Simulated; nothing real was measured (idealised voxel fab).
process module | voxel wiring stack
cross-section cut | 265 nm wide | cells 5 nm
A cross-section is a grid of square cells, given in bands from the top down. A band is one or more rows of cells.
Each band's line starts with the height of the band's top and of its bottom, in nm. Then come its materials from left to right, each with its width in nm. One material with "throughout" fills the band from edge to edge. "air" is empty space.
Height 0 is the level under which the wafer as received is all one material. The lowest band goes on downwards, as in "0 down".
A width such as "30 to 40" changes by the same amount from each row of cells to the next, from the band's top row to its bottom row.
"no change" after a step means that no cell of the cross-section changed.
closed voids: empty space of 8 cells or more with no open way to the top, each as width x height at its distance from the left edge, in nm
after a step's settings: what the simulator itself notes on the step
overlay nm, on a step with a mask: how far to the right of its planned place the mask lay; to the left if negative
plan
1 op RECEIVE | material Si
2 op CONFORMAL_DEP | material SiO2 | thk nm 10
3 op CONFORMAL_DEP | material SiCN | thk nm 5
4 op DIRECTIONAL_DEP | material lowk | thk nm 25
5 op PATTERN | tone open | mask id METAL_1 | material resist | width nm 20 | pitch nm 45 | thk nm 20 | overlay nm 0
6 op DIRECTIONAL_ETCH | etch materials lowk | depth nm 25
7 op DIRECTIONAL_ETCH | etch materials SiCN | depth nm 5
8 op STRIP | etch materials resist
9 op CONFORMAL_DEP | material TiN | thk nm 5
10 op FILL_DEP | material Cu | thk nm 10
11 op CMP | height nm 40
12 op CONFORMAL_DEP | material SiCN | thk nm 5
13 op DIRECTIONAL_DEP | material lowk | thk nm 30
14 op MASKED_ETCH | tone open | mask id METAL_2 | width nm 20 | pitch nm 45 | etch materials lowk | depth nm 15 | overlay nm 0
15 op DIRECTIONAL_DEP | material aC | thk nm 10
16 op PATTERN | tone open | mask id METAL_2_HOLES | material resist | width nm 15 | pitch nm 45 | thk nm 30 | overlay nm 0
17 op DIRECTIONAL_ETCH | etch materials aC | depth nm 10
18 op STRIP | etch materials resist
19 op DIRECTIONAL_ETCH | etch materials lowk | depth nm 15
20 op DIRECTIONAL_ETCH | etch materials SiCN | depth nm 5
21 op STRIP | etch materials aC
22 op CONFORMAL_DEP | material TiN | thk nm 5
23 op FILL_DEP | material Cu | thk nm 10
24 op CMP | height nm 75
25 op CONFORMAL_DEP | material SiCN | thk nm 5
26 op DIRECTIONAL_DEP | material SiO2 | thk nm 15
27 op DIRECTIONAL_DEP | material aC | thk nm 15
28 op PATTERN | tone open | mask id PLUG_2 | material resist | width nm 15 | pitch nm 90 | thk nm 35 | overlay nm 0
29 op DIRECTIONAL_ETCH | etch materials aC | depth nm 15
30 op STRIP | etch materials resist
31 op DIRECTIONAL_ETCH | etch materials SiO2 | depth nm 15
32 op DIRECTIONAL_ETCH | etch materials SiCN | depth nm 5
33 op STRIP | etch materials aC
34 op EPI | material Ru | thk nm 10
35 op EPI | material Ru | thk nm 10
36 op DIRECTIONAL_DEP | material TiN | thk nm 5
37 op DIRECTIONAL_DEP | material Ru | thk nm 25
38 op MASKED_ETCH | tone cover | mask id METAL_3 | width nm 20 | pitch nm 45 | etch materials Ru | depth nm 25 | overlay nm 0
39 op MASKED_ETCH | tone cover | mask id METAL_3 | width nm 20 | pitch nm 45 | etch materials TiN | depth nm 5 | overlay nm 0
40 op FILL_DEP | material SiO2 | thk nm 10
41 op CMP | height nm 125
42 op CONFORMAL_DEP | material SiCN | thk nm 5
43 op DIRECTIONAL_DEP | material lowk | thk nm 25
44 op MASKED_ETCH | tone open | mask id METAL_4_HOLES | width nm 15 | pitch nm 45 | etch materials lowk | depth nm 25 | overlay nm 0
45 op PATTERN | tone open | mask id METAL_4 | material resist | width nm 20 | pitch nm 45 | thk nm 15 | overlay nm 0
46 op DIRECTIONAL_ETCH | etch materials lowk | depth nm 15
47 op DIRECTIONAL_ETCH | etch materials SiCN | depth nm 5
48 op STRIP | etch materials resist
49 op CONFORMAL_DEP | material TiN | thk nm 5
50 op FILL_DEP | material Cu | thk nm 10
51 op CMP | height nm 155
52 op CONFORMAL_DEP | material SiN | thk nm 5
first wafer, as planned
as received, after step 1
  0 down: Si throughout
  closed voids: none
after step 2
  10 to 0: SiO2 throughout
  below 0: unchanged
after step 3
  15 to 10: SiCN throughout
  below 10: unchanged
after step 4
  40 to 15: lowk throughout
  below 15: unchanged
after step 5
  60 to 40: resist 55 | air 20 | resist 25 | air 20 | resist 25 | air 20 | resist 25 | air 20 | resist 55
  below 40: unchanged
after step 6
  60 to 40: resist 55 | air 20 | resist 25 | air 20 | resist 25 | air 20 | resist 25 | air 20 | resist 55
  40 to 15: lowk 55 | air 20 | lowk 25 | air 20 | lowk 25 | air 20 | lowk 25 | air 20 | lowk 55
  below 15: unchanged
after step 7
  60 to 40: resist 55 | air 20 | resist 25 | air 20 | resist 25 | air 20 | resist 25 | air 20 | resist 55
  40 to 15: lowk 55 | air 20 | lowk 25 | air 20 | lowk 25 | air 20 | lowk 25 | air 20 | lowk 55
  15 to 10: SiCN 55 | air 20 | SiCN 25 | air 20 | SiCN 25 | air 20 | SiCN 25 | air 20 | SiCN 55
  below 10: unchanged
after step 8
  40 to 15: lowk 55 | air 20 | lowk 25 | air 20 | lowk 25 | air 20 | lowk 25 | air 20 | lowk 55
  below 15: unchanged
after step 9
  45 to 40: TiN 60 | air 10 | TiN 35 | air 10 | TiN 35 | air 10 | TiN 35 | air 10 | TiN 60
  40 to 15: lowk 55 | TiN 5 | air 10 | TiN 5 | lowk 25 | TiN 5 | air 10 | TiN 5 | lowk 25 | TiN 5 | air 10 | TiN 5 | lowk 25 | TiN 5 | air 10 | TiN 5 | lowk 55
  15 to 10: SiCN 55 | TiN 20 | SiCN 25 | TiN 20 | SiCN 25 | TiN 20 | SiCN 25 | TiN 20 | SiCN 55
  below 10: unchanged
after step 10
  55 to 45: Cu throughout
  45 to 40: TiN 60 | Cu 10 | TiN 35 | Cu 10 | TiN 35 | Cu 10 | TiN 35 | Cu 10 | TiN 60
  40 to 15: lowk 55 | TiN 5 | Cu 10 | TiN 5 | lowk 25 | TiN 5 | Cu 10 | TiN 5 | lowk 25 | TiN 5 | Cu 10 | TiN 5 | lowk 25 | TiN 5 | Cu 10 | TiN 5 | lowk 55
  below 15: unchanged
after step 11
  40 to 15: lowk 55 | TiN 5 | Cu 10 | TiN 5 | lowk 25 | TiN 5 | Cu 10 | TiN 5 | lowk 25 | TiN 5 | Cu 10 | TiN 5 | lowk 25 | TiN 5 | Cu 10 | TiN 5 | lowk 55
  below 15: unchanged
after step 12
  45 to 40: SiCN throughout
  below 40: unchanged
after step 13
  75 to 45: lowk throughout
  below 45: unchanged
after step 14
  75 to 60: lowk 55 | air 20 | lowk 25 | air 20 | lowk 25 | air 20 | lowk 25 | air 20 | lowk 55
  below 60: unchanged
after step 15
  85 to 75: aC 55 | air 20 | aC 25 | air 20 | aC 25 | air 20 | aC 25 | air 20 | aC 55
  75 to 70: lowk 55 | air 20 | lowk 25 | air 20 | lowk 25 | air 20 | lowk 25 | air 20 | lowk 55
  70 to 60: lowk 55 | aC 20 | lowk 25 | aC 20 | lowk 25 | aC 20 | lowk 25 | aC 20 | lowk 55
  below 60: unchanged
after step 16
  115 to 85: resist 55 | air 15 | resist 30 | air 15 | resist 30 | air 15 | resist 30 | air 15 | resist 60
  85 to 75: aC 55 | air 15 | resist 5 | aC 25 | air 15 | resist 5 | aC 25 | air 15 | resist 5 | aC 25 | air 15 | resist 5 | aC 55
  75 to 70: lowk 55 | air 15 | resist 5 | lowk 25 | air 15 | resist 5 | lowk 25 | air 15 | resist 5 | lowk 25 | air 15 | resist 5 | lowk 55
  below 70: unchanged
after step 17
  105 to 85: resist 55 | air 15 | resist 30 | air 15 | resist 30 | air 15 | resist 30 | air 15 | resist 60
  85 to 75: aC 55 | air 15 | resist 5 | aC 25 | air 15 | resist 5 | aC 25 | air 15 | resist 5 | aC 25 | air 15 | resist 5 | aC 55
  75 to 70: lowk 55 | air 15 | resist 5 | lowk 25 | air 15 | resist 5 | lowk 25 | air 15 | resist 5 | lowk 25 | air 15 | resist 5 | lowk 55
  70 to 60: lowk 55 | air 15 | aC 5 | lowk 25 | air 15 | aC 5 | lowk 25 | air 15 | aC 5 | lowk 25 | air 15 | aC 5 | lowk 55
  below 60: unchanged
after step 18
  85 to 75: aC 55 | air 20 | aC 25 | air 20 | aC 25 | air 20 | aC 25 | air 20 | aC 55
  75 to 70: lowk 55 | air 20 | lowk 25 | air 20 | lowk 25 | air 20 | lowk 25 | air 20 | lowk 55
  below 70: unchanged
after step 19
  85 to 75: aC 55 | air 20 | aC 25 | air 20 | aC 25 | air 20 | aC 25 | air 20 | aC 55
  75 to 70: lowk 55 | air 20 | lowk 25 | air 20 | lowk 25 | air 20 | lowk 25 | air 20 | lowk 55
  70 to 60: lowk 55 | air 15 | aC 5 | lowk 25 | air 15 | aC 5 | lowk 25 | air 15 | aC 5 | lowk 25 | air 15 | aC 5 | lowk 55
  60 to 45: lowk 55 | air 15 | lowk 30 | air 15 | lowk 30 | air 15 | lowk 30 | air 15 | lowk 60
  below 45: unchanged
after step 20
  85 to 75: aC 55 | air 20 | aC 25 | air 20 | aC 25 | air 20 | aC 25 | air 20 | aC 55
  75 to 70: lowk 55 | air 20 | lowk 25 | air 20 | lowk 25 | air 20 | lowk 25 | air 20 | lowk 55
  70 to 60: lowk 55 | air 15 | aC 5 | lowk 25 | air 15 | aC 5 | lowk 25 | air 15 | aC 5 | lowk 25 | air 15 | aC 5 | lowk 55
  60 to 45: lowk 55 | air 15 | lowk 30 | air 15 | lowk 30 | air 15 | lowk 30 | air 15 | lowk 60
  45 to 40: SiCN 55 | air 15 | SiCN 30 | air 15 | SiCN 30 | air 15 | SiCN 30 | air 15 | SiCN 60
  below 40: unchanged
after step 21
  75 to 60: lowk 55 | air 20 | lowk 25 | air 20 | lowk 25 | air 20 | lowk 25 | air 20 | lowk 55
  below 60: unchanged
after step 22
  80 to 75: TiN 60 | air 10 | TiN 35 | air 10 | TiN 35 | air 10 | TiN 35 | air 10 | TiN 60
  75 to 65: lowk 55 | TiN 5 | air 10 | TiN 5 | lowk 25 | TiN 5 | air 10 | TiN 5 | lowk 25 | TiN 5 | air 10 | TiN 5 | lowk 25 | TiN 5 | air 10 | TiN 5 | lowk 55
  65 to 60: lowk 55 | TiN 5 | air 5 | TiN 10 | lowk 25 | TiN 5 | air 5 | TiN 10 | lowk 25 | TiN 5 | air 5 | TiN 10 | lowk 25 | TiN 5 | air 5 | TiN 10 | lowk 55
  60 to 45: lowk 55 | TiN 5 | air 5 | TiN 5 | lowk 30 | TiN 5 | air 5 | TiN 5 | lowk 30 | TiN 5 | air 5 | TiN 5 | lowk 30 | TiN 5 | air 5 | TiN 5 | lowk 60
  45 to 40: SiCN 55 | TiN 15 | SiCN 30 | TiN 15 | SiCN 30 | TiN 15 | SiCN 30 | TiN 15 | SiCN 60
  below 40: unchanged
after step 23
  90 to 80: Cu throughout
  80 to 75: TiN 60 | Cu 10 | TiN 35 | Cu 10 | TiN 35 | Cu 10 | TiN 35 | Cu 10 | TiN 60
  75 to 65: lowk 55 | TiN 5 | Cu 10 | TiN 5 | lowk 25 | TiN 5 | Cu 10 | TiN 5 | lowk 25 | TiN 5 | Cu 10 | TiN 5 | lowk 25 | TiN 5 | Cu 10 | TiN 5 | lowk 55
  65 to 60: lowk 55 | TiN 5 | Cu 5 | TiN 10 | lowk 25 | TiN 5 | Cu 5 | TiN 10 | lowk 25 | TiN 5 | Cu 5 | TiN 10 | lowk 25 | TiN 5 | Cu 5 | TiN 10 | lowk 55
  60 to 45: lowk 55 | TiN 5 | Cu 5 | TiN 5 | lowk 30 | TiN 5 | Cu 5 | TiN 5 | lowk 30 | TiN 5 | Cu 5 | TiN 5 | lowk 30 | TiN 5 | Cu 5 | TiN 5 | lowk 60
  below 45: unchanged
after step 24
  75 to 65: lowk 55 | TiN 5 | Cu 10 | TiN 5 | lowk 25 | TiN 5 | Cu 10 | TiN 5 | lowk 25 | TiN 5 | Cu 10 | TiN 5 | lowk 25 | TiN 5 | Cu 10 | TiN 5 | lowk 55
  below 65: unchanged
after step 25
  80 to 75: SiCN throughout
  below 75: unchanged
after step 26
  95 to 80: SiO2 throughout
  below 80: unchanged
after step 27
  110 to 95: aC throughout
  below 95: unchanged
after step 28
  145 to 110: resist 55 | air 15 | resist 75 | air 15 | resist 105
  below 110: unchanged
after step 29
  130 to 110: resist 55 | air 15 | resist 75 | air 15 | resist 105
  110 to 95: aC 55 | air 15 | aC 75 | air 15 | aC 105
  below 95: unchanged
after step 30
  110 to 95: aC 55 | air 15 | aC 75 | air 15 | aC 105
  below 95: unchanged
after step 31
  110 to 95: aC 55 | air 15 | aC 75 | air 15 | aC 105
  95 to 80: SiO2 55 | air 15 | SiO2 75 | air 15 | SiO2 105
  below 80: unchanged
after step 32
  110 to 95: aC 55 | air 15 | aC 75 | air 15 | aC 105
  95 to 80: SiO2 55 | air 15 | SiO2 75 | air 15 | SiO2 105
  80 to 75: SiCN 55 | air 15 | SiCN 75 | air 15 | SiCN 105
  below 75: unchanged
after step 33
  95 to 80: SiO2 55 | air 15 | SiO2 75 | air 15 | SiO2 105
  below 80: unchanged
after step 34
  95 to 85: SiO2 55 | air 15 | SiO2 75 | air 15 | SiO2 105
  85 to 80: SiO2 55 | Ru 15 | SiO2 75 | Ru 15 | SiO2 105
  80 to 75: SiCN 55 | Ru 15 | SiCN 75 | Ru 15 | SiCN 105
  below 75: unchanged
after step 35
  95 to 80: SiO2 55 | Ru 15 | SiO2 75 | Ru 15 | SiO2 105
  below 80: unchanged
after step 36
  100 to 95: TiN throughout
  below 95: unchanged
after step 37
  125 to 100: Ru throughout
  below 100: unchanged
after step 38
  125 to 100: air 55 | Ru 20 | air 25 | Ru 20 | air 25 | Ru 20 | air 25 | Ru 20 | air 55
  below 100: unchanged
after step 39
  125 to 100: air 55 | Ru 20 | air 25 | Ru 20 | air 25 | Ru 20 | air 25 | Ru 20 | air 55
  100 to 95: air 55 | TiN 20 | air 25 | TiN 20 | air 25 | TiN 20 | air 25 | TiN 20 | air 55
  below 95: unchanged
after step 40
  135 to 125: SiO2 throughout
  125 to 100: SiO2 55 | Ru 20 | SiO2 25 | Ru 20 | SiO2 25 | Ru 20 | SiO2 25 | Ru 20 | SiO2 55
  100 to 95: SiO2 55 | TiN 20 | SiO2 25 | TiN 20 | SiO2 25 | TiN 20 | SiO2 25 | TiN 20 | SiO2 55
  below 95: unchanged
after step 41
  125 to 100: SiO2 55 | Ru 20 | SiO2 25 | Ru 20 | SiO2 25 | Ru 20 | SiO2 25 | Ru 20 | SiO2 55
  below 100: unchanged
after step 42
  130 to 125: SiCN throughout
  below 125: unchanged
after step 43
  155 to 130: lowk throughout
  below 130: unchanged
after step 44
  155 to 130: lowk 55 | air 15 | lowk 30 | air 15 | lowk 30 | air 15 | lowk 30 | air 15 | lowk 60
  below 130: unchanged
after step 45
  170 to 155: resist 55 | air 20 | resist 25 | air 20 | resist 25 | air 20 | resist 25 | air 20 | resist 55
  below 155: unchanged
after step 46
  170 to 155: resist 55 | air 20 | resist 25 | air 20 | resist 25 | air 20 | resist 25 | air 20 | resist 55
  155 to 140: lowk 55 | air 20 | lowk 25 | air 20 | lowk 25 | air 20 | lowk 25 | air 20 | lowk 55
  below 140: unchanged
after step 47
  170 to 155: resist 55 | air 20 | resist 25 | air 20 | resist 25 | air 20 | resist 25 | air 20 | resist 55
  155 to 140: lowk 55 | air 20 | lowk 25 | air 20 | lowk 25 | air 20 | lowk 25 | air 20 | lowk 55
  140 to 130: lowk 55 | air 15 | lowk 30 | air 15 | lowk 30 | air 15 | lowk 30 | air 15 | lowk 60
  130 to 125: SiCN 55 | air 15 | SiCN 30 | air 15 | SiCN 30 | air 15 | SiCN 30 | air 15 | SiCN 60
  below 125: unchanged
after step 48
  155 to 140: lowk 55 | air 20 | lowk 25 | air 20 | lowk 25 | air 20 | lowk 25 | air 20 | lowk 55
  below 140: unchanged
after step 49
  160 to 155: TiN 60 | air 10 | TiN 35 | air 10 | TiN 35 | air 10 | TiN 35 | air 10 | TiN 60
  155 to 145: lowk 55 | TiN 5 | air 10 | TiN 5 | lowk 25 | TiN 5 | air 10 | TiN 5 | lowk 25 | TiN 5 | air 10 | TiN 5 | lowk 25 | TiN 5 | air 10 | TiN 5 | lowk 55
  145 to 140: lowk 55 | TiN 5 | air 5 | TiN 10 | lowk 25 | TiN 5 | air 5 | TiN 10 | lowk 25 | TiN 5 | air 5 | TiN 10 | lowk 25 | TiN 5 | air 5 | TiN 10 | lowk 55
  140 to 130: lowk 55 | TiN 5 | air 5 | TiN 5 | lowk 30 | TiN 5 | air 5 | TiN 5 | lowk 30 | TiN 5 | air 5 | TiN 5 | lowk 30 | TiN 5 | air 5 | TiN 5 | lowk 60
  130 to 125: SiCN 55 | TiN 15 | SiCN 30 | TiN 15 | SiCN 30 | TiN 15 | SiCN 30 | TiN 15 | SiCN 60
  below 125: unchanged
after step 50
  170 to 160: Cu throughout
  160 to 155: TiN 60 | Cu 10 | TiN 35 | Cu 10 | TiN 35 | Cu 10 | TiN 35 | Cu 10 | TiN 60
  155 to 145: lowk 55 | TiN 5 | Cu 10 | TiN 5 | lowk 25 | TiN 5 | Cu 10 | TiN 5 | lowk 25 | TiN 5 | Cu 10 | TiN 5 | lowk 25 | TiN 5 | Cu 10 | TiN 5 | lowk 55
  145 to 140: lowk 55 | TiN 5 | Cu 5 | TiN 10 | lowk 25 | TiN 5 | Cu 5 | TiN 10 | lowk 25 | TiN 5 | Cu 5 | TiN 10 | lowk 25 | TiN 5 | Cu 5 | TiN 10 | lowk 55
  140 to 130: lowk 55 | TiN 5 | Cu 5 | TiN 5 | lowk 30 | TiN 5 | Cu 5 | TiN 5 | lowk 30 | TiN 5 | Cu 5 | TiN 5 | lowk 30 | TiN 5 | Cu 5 | TiN 5 | lowk 60
  below 130: unchanged
after step 51
  155 to 145: lowk 55 | TiN 5 | Cu 10 | TiN 5 | lowk 25 | TiN 5 | Cu 10 | TiN 5 | lowk 25 | TiN 5 | Cu 10 | TiN 5 | lowk 25 | TiN 5 | Cu 10 | TiN 5 | lowk 55
  below 145: unchanged
after step 52
  160 to 155: SiN throughout
  below 155: unchanged
second wafer: like start, like plan, one mistake. Through step 12 it matches the first wafer
when step 13 should have ended
  105 to 45: lowk throughout
  below 45: unchanged
when step 14 should have ended
  105 to 90: lowk 55 | air 20 | lowk 25 | air 20 | lowk 25 | air 20 | lowk 25 | air 20 | lowk 55
  below 90: unchanged
when step 15 should have ended
  115 to 105: aC 55 | air 20 | aC 25 | air 20 | aC 25 | air 20 | aC 25 | air 20 | aC 55
  105 to 100: lowk 55 | air 20 | lowk 25 | air 20 | lowk 25 | air 20 | lowk 25 | air 20 | lowk 55
  100 to 90: lowk 55 | aC 20 | lowk 25 | aC 20 | lowk 25 | aC 20 | lowk 25 | aC 20 | lowk 55
  below 90: unchanged
when step 16 should have ended
  145 to 115: resist 55 | air 15 | resist 30 | air 15 | resist 30 | air 15 | resist 30 | air 15 | resist 60
  115 to 105: aC 55 | air 15 | resist 5 | aC 25 | air 15 | resist 5 | aC 25 | air 15 | resist 5 | aC 25 | air 15 | resist 5 | aC 55
  105 to 100: lowk 55 | air 15 | resist 5 | lowk 25 | air 15 | resist 5 | lowk 25 | air 15 | resist 5 | lowk 25 | air 15 | resist 5 | lowk 55
  below 100: unchanged
when step 17 should have ended
  135 to 115: resist 55 | air 15 | resist 30 | air 15 | resist 30 | air 15 | resist 30 | air 15 | resist 60
  115 to 105: aC 55 | air 15 | resist 5 | aC 25 | air 15 | resist 5 | aC 25 | air 15 | resist 5 | aC 25 | air 15 | resist 5 | aC 55
  105 to 100: lowk 55 | air 15 | resist 5 | lowk 25 | air 15 | resist 5 | lowk 25 | air 15 | resist 5 | lowk 25 | air 15 | resist 5 | lowk 55
  100 to 90: lowk 55 | air 15 | aC 5 | lowk 25 | air 15 | aC 5 | lowk 25 | air 15 | aC 5 | lowk 25 | air 15 | aC 5 | lowk 55
  below 90: unchanged
when step 18 should have ended
  115 to 105: aC 55 | air 20 | aC 25 | air 20 | aC 25 | air 20 | aC 25 | air 20 | aC 55
  105 to 100: lowk 55 | air 20 | lowk 25 | air 20 | lowk 25 | air 20 | lowk 25 | air 20 | lowk 55
  below 100: unchanged
when step 19 should have ended
  115 to 105: aC 55 | air 20 | aC 25 | air 20 | aC 25 | air 20 | aC 25 | air 20 | aC 55
  105 to 100: lowk 55 | air 20 | lowk 25 | air 20 | lowk 25 | air 20 | lowk 25 | air 20 | lowk 55
  100 to 90: lowk 55 | air 15 | aC 5 | lowk 25 | air 15 | aC 5 | lowk 25 | air 15 | aC 5 | lowk 25 | air 15 | aC 5 | lowk 55
  90 to 75: lowk 55 | air 15 | lowk 30 | air 15 | lowk 30 | air 15 | lowk 30 | air 15 | lowk 60
  below 75: unchanged
when step 20 should have ended: no change
when step 21 should have ended
  105 to 90: lowk 55 | air 20 | lowk 25 | air 20 | lowk 25 | air 20 | lowk 25 | air 20 | lowk 55
  below 90: unchanged
when step 22 should have ended
  110 to 105: TiN 60 | air 10 | TiN 35 | air 10 | TiN 35 | air 10 | TiN 35 | air 10 | TiN 60
  105 to 95: lowk 55 | TiN 5 | air 10 | TiN 5 | lowk 25 | TiN 5 | air 10 | TiN 5 | lowk 25 | TiN 5 | air 10 | TiN 5 | lowk 25 | TiN 5 | air 10 | TiN 5 | lowk 55
  95 to 90: lowk 55 | TiN 5 | air 5 | TiN 10 | lowk 25 | TiN 5 | air 5 | TiN 10 | lowk 25 | TiN 5 | air 5 | TiN 10 | lowk 25 | TiN 5 | air 5 | TiN 10 | lowk 55
  90 to 80: lowk 55 | TiN 5 | air 5 | TiN 5 | lowk 30 | TiN 5 | air 5 | TiN 5 | lowk 30 | TiN 5 | air 5 | TiN 5 | lowk 30 | TiN 5 | air 5 | TiN 5 | lowk 60
  80 to 75: lowk 55 | TiN 15 | lowk 30 | TiN 15 | lowk 30 | TiN 15 | lowk 30 | TiN 15 | lowk 60
  below 75: unchanged
when step 23 should have ended
  120 to 110: Cu throughout
  110 to 105: TiN 60 | Cu 10 | TiN 35 | Cu 10 | TiN 35 | Cu 10 | TiN 35 | Cu 10 | TiN 60
  105 to 95: lowk 55 | TiN 5 | Cu 10 | TiN 5 | lowk 25 | TiN 5 | Cu 10 | TiN 5 | lowk 25 | TiN 5 | Cu 10 | TiN 5 | lowk 25 | TiN 5 | Cu 10 | TiN 5 | lowk 55
  95 to 90: lowk 55 | TiN 5 | Cu 5 | TiN 10 | lowk 25 | TiN 5 | Cu 5 | TiN 10 | lowk 25 | TiN 5 | Cu 5 | TiN 10 | lowk 25 | TiN 5 | Cu 5 | TiN 10 | lowk 55
  90 to 80: lowk 55 | TiN 5 | Cu 5 | TiN 5 | lowk 30 | TiN 5 | Cu 5 | TiN 5 | lowk 30 | TiN 5 | Cu 5 | TiN 5 | lowk 30 | TiN 5 | Cu 5 | TiN 5 | lowk 60
  below 80: unchanged
when step 24 should have ended
  75 to 45: lowk throughout
  below 45: unchanged
when step 25 should have ended
  80 to 75: SiCN throughout
  below 75: unchanged
when step 26 should have ended
  95 to 80: SiO2 throughout
  below 80: unchanged
when step 27 should have ended
  110 to 95: aC throughout
  below 95: unchanged
when step 28 should have ended
  145 to 110: resist 55 | air 15 | resist 75 | air 15 | resist 105
  below 110: unchanged
when step 29 should have ended
  130 to 110: resist 55 | air 15 | resist 75 | air 15 | resist 105
  110 to 95: aC 55 | air 15 | aC 75 | air 15 | aC 105
  below 95: unchanged
when step 30 should have ended
  110 to 95: aC 55 | air 15 | aC 75 | air 15 | aC 105
  below 95: unchanged
when step 31 should have ended
  110 to 95: aC 55 | air 15 | aC 75 | air 15 | aC 105
  95 to 80: SiO2 55 | air 15 | SiO2 75 | air 15 | SiO2 105
  below 80: unchanged
when step 32 should have ended
  110 to 95: aC 55 | air 15 | aC 75 | air 15 | aC 105
  95 to 80: SiO2 55 | air 15 | SiO2 75 | air 15 | SiO2 105
  80 to 75: SiCN 55 | air 15 | SiCN 75 | air 15 | SiCN 105
  below 75: unchanged
when step 33 should have ended
  95 to 80: SiO2 55 | air 15 | SiO2 75 | air 15 | SiO2 105
  below 80: unchanged
when step 34 should have ended: no change
when step 35 should have ended: no change
when step 36 should have ended
  100 to 95: TiN 55 | air 15 | TiN 75 | air 15 | TiN 105
  95 to 80: SiO2 55 | air 15 | SiO2 75 | air 15 | SiO2 105
  80 to 75: SiCN 55 | TiN 15 | SiCN 75 | TiN 15 | SiCN 105
  below 75: unchanged
when step 37 should have ended
  125 to 105: Ru 55 | air 15 | Ru 75 | air 15 | Ru 105
  105 to 100: Ru throughout
  100 to 95: TiN 55 | Ru 15 | TiN 75 | Ru 15 | TiN 105
  95 to 80: SiO2 55 | Ru 15 | SiO2 75 | Ru 15 | SiO2 105
  below 80: unchanged
when step 38 should have ended
  125 to 105: air 70 | Ru 5 | air 25 | Ru 20 | air 40 | Ru 5 | air 25 | Ru 20 | air 55
  105 to 100: air 55 | Ru 20 | air 25 | Ru 20 | air 25 | Ru 20 | air 25 | Ru 20 | air 55
  below 100: unchanged
when step 39 should have ended
  125 to 105: air 70 | Ru 5 | air 25 | Ru 20 | air 40 | Ru 5 | air 25 | Ru 20 | air 55
  105 to 100: air 55 | Ru 20 | air 25 | Ru 20 | air 25 | Ru 20 | air 25 | Ru 20 | air 55
  100 to 95: air 55 | Ru 15 | TiN 5 | air 25 | TiN 20 | air 25 | Ru 15 | TiN 5 | air 25 | TiN 20 | air 55
  below 95: unchanged
when step 40 should have ended
  135 to 125: SiO2 throughout
  125 to 105: SiO2 70 | Ru 5 | SiO2 25 | Ru 20 | SiO2 40 | Ru 5 | SiO2 25 | Ru 20 | SiO2 55
  105 to 100: SiO2 55 | Ru 20 | SiO2 25 | Ru 20 | SiO2 25 | Ru 20 | SiO2 25 | Ru 20 | SiO2 55
  100 to 95: SiO2 55 | Ru 15 | TiN 5 | SiO2 25 | TiN 20 | SiO2 25 | Ru 15 | TiN 5 | SiO2 25 | TiN 20 | SiO2 55
  below 95: unchanged
when step 41 should have ended
  125 to 105: SiO2 70 | Ru 5 | SiO2 25 | Ru 20 | SiO2 40 | Ru 5 | SiO2 25 | Ru 20 | SiO2 55
  below 105: unchanged
when step 42 should have ended
  130 to 125: SiCN throughout
  below 125: unchanged
when step 43 should have ended
  155 to 130: lowk throughout
  below 130: unchanged
when step 44 should have ended
  155 to 130: lowk 55 | air 15 | lowk 30 | air 15 | lowk 30 | air 15 | lowk 30 | air 15 | lowk 60
  below 130: unchanged
when step 45 should have ended
  170 to 155: resist 55 | air 20 | resist 25 | air 20 | resist 25 | air 20 | resist 25 | air 20 | resist 55
  below 155: unchanged
when step 46 should have ended
  170 to 155: resist 55 | air 20 | resist 25 | air 20 | resist 25 | air 20 | resist 25 | air 20 | resist 55
  155 to 140: lowk 55 | air 20 | lowk 25 | air 20 | lowk 25 | air 20 | lowk 25 | air 20 | lowk 55
  below 140: unchanged
when step 47 should have ended
  170 to 155: resist 55 | air 20 | resist 25 | air 20 | resist 25 | air 20 | resist 25 | air 20 | resist 55
  155 to 140: lowk 55 | air 20 | lowk 25 | air 20 | lowk 25 | air 20 | lowk 25 | air 20 | lowk 55
  140 to 130: lowk 55 | air 15 | lowk 30 | air 15 | lowk 30 | air 15 | lowk 30 | air 15 | lowk 60
  130 to 125: SiCN 55 | air 15 | SiCN 30 | air 15 | SiCN 30 | air 15 | SiCN 30 | air 15 | SiCN 60
  below 125: unchanged
when step 48 should have ended
  155 to 140: lowk 55 | air 20 | lowk 25 | air 20 | lowk 25 | air 20 | lowk 25 | air 20 | lowk 55
  below 140: unchanged
when step 49 should have ended
  160 to 155: TiN 60 | air 10 | TiN 35 | air 10 | TiN 35 | air 10 | TiN 35 | air 10 | TiN 60
  155 to 145: lowk 55 | TiN 5 | air 10 | TiN 5 | lowk 25 | TiN 5 | air 10 | TiN 5 | lowk 25 | TiN 5 | air 10 | TiN 5 | lowk 25 | TiN 5 | air 10 | TiN 5 | lowk 55
  145 to 140: lowk 55 | TiN 5 | air 5 | TiN 10 | lowk 25 | TiN 5 | air 5 | TiN 10 | lowk 25 | TiN 5 | air 5 | TiN 10 | lowk 25 | TiN 5 | air 5 | TiN 10 | lowk 55
  140 to 130: lowk 55 | TiN 5 | air 5 | TiN 5 | lowk 30 | TiN 5 | air 5 | TiN 5 | lowk 30 | TiN 5 | air 5 | TiN 5 | lowk 30 | TiN 5 | air 5 | TiN 5 | lowk 60
  130 to 125: SiCN 55 | TiN 15 | SiCN 30 | TiN 15 | SiCN 30 | TiN 15 | SiCN 30 | TiN 15 | SiCN 60
  below 125: unchanged
when step 50 should have ended
  170 to 160: Cu throughout
  160 to 155: TiN 60 | Cu 10 | TiN 35 | Cu 10 | TiN 35 | Cu 10 | TiN 35 | Cu 10 | TiN 60
  155 to 145: lowk 55 | TiN 5 | Cu 10 | TiN 5 | lowk 25 | TiN 5 | Cu 10 | TiN 5 | lowk 25 | TiN 5 | Cu 10 | TiN 5 | lowk 25 | TiN 5 | Cu 10 | TiN 5 | lowk 55
  145 to 140: lowk 55 | TiN 5 | Cu 5 | TiN 10 | lowk 25 | TiN 5 | Cu 5 | TiN 10 | lowk 25 | TiN 5 | Cu 5 | TiN 10 | lowk 25 | TiN 5 | Cu 5 | TiN 10 | lowk 55
  140 to 130: lowk 55 | TiN 5 | Cu 5 | TiN 5 | lowk 30 | TiN 5 | Cu 5 | TiN 5 | lowk 30 | TiN 5 | Cu 5 | TiN 5 | lowk 30 | TiN 5 | Cu 5 | TiN 5 | lowk 60
  below 130: unchanged
when step 51 should have ended
  155 to 145: lowk 55 | TiN 5 | Cu 10 | TiN 5 | lowk 25 | TiN 5 | Cu 10 | TiN 5 | lowk 25 | TiN 5 | Cu 10 | TiN 5 | lowk 25 | TiN 5 | Cu 10 | TiN 5 | lowk 55
  below 145: unchanged
when step 52 should have ended
  160 to 155: SiN throughout
  below 155: unchanged
what went wrong: step 13 was run twice
at the end the second wafer has, in cells: 32 fewer of Cu | 24 fewer of Ru | 12 more of SiCN | 24 more of SiO2 | 64 fewer of TiN | 84 more of lowk
